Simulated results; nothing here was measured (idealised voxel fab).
process module | voxel spacer lines
cross-section cut | 255 nm wide | cells 5 nm
A cross-section is a grid of square cells, given in bands from the top down. A band is one or more rows of cells.
Each band's line starts with the height of the band's top and of its bottom, in nm. Then come its materials from left to right, each with its width in nm. One material with "throughout" fills the band from edge to edge. "air" is empty space.
Height 0 is the level under which the wafer as received is all one material. The lowest band goes on downwards, as in "0 down".
A width such as "30 to 40" changes by the same amount from each row of cells to the next, from the band's top row to its bottom row.
"no change" after a step means that no cell of the cross-section changed.
closed voids: empty space of 8 cells or more with no open way to the top, each as width x height at its distance from the left edge, in nm
after a step's settings: what the simulator itself notes on the step
overlay nm, on a step with a mask: how far to the right of its planned place the mask lay; to the left if negative
plan
1 op RECEIVE | material Si
2 op CONFORMAL_DEP | material Al2O3 | thk nm 10
3 op DIRECTIONAL_DEP | material TiN | thk nm 10
4 op DIRECTIONAL_DEP | material polySi | thk nm 30
5 op PATTERN | tone cover | mask id MANDREL | material resist | width nm 20 | pitch nm 60 | thk nm 35 | overlay nm 0
6 op DIRECTIONAL_ETCH | etch materials polySi | depth nm 30
7 op STRIP | etch materials resist
8 op CONFORMAL_DEP | material SiO2 | thk nm 5
9 op DIRECTIONAL_ETCH | etch materials SiO2 | depth nm 10
10 op STRIP | etch materials polySi
11 op DIRECTIONAL_ETCH | etch materials TiN | depth nm 10
12 op STRIP | etch materials SiO2
13 op FILL_DEP | material lowk | thk nm 5
14 op CMP | height nm 20
varied across the wafers: thk nm of step 8. The plan shows the first wafer's value. All wafers start alike
first wafer as received, after step 1
  0 down: Si throughout
  closed voids: none
each wafer at the end: cells of each material gained (+) or lost (-) since it was received, then its closed voids
thk nm 5 | +102 Al2O3 | +8 TiN | +94 lowk | closed voids: none
thk nm 10 | +102 Al2O3 | +16 TiN | +86 lowk | closed voids: none
thk nm 15 | +102 Al2O3 | +102 TiN | closed voids: none
thk nm 20 | +102 Al2O3 | +102 TiN | closed voids: none
thk nm 25 | +102 Al2O3 | +102 TiN | closed voids: none
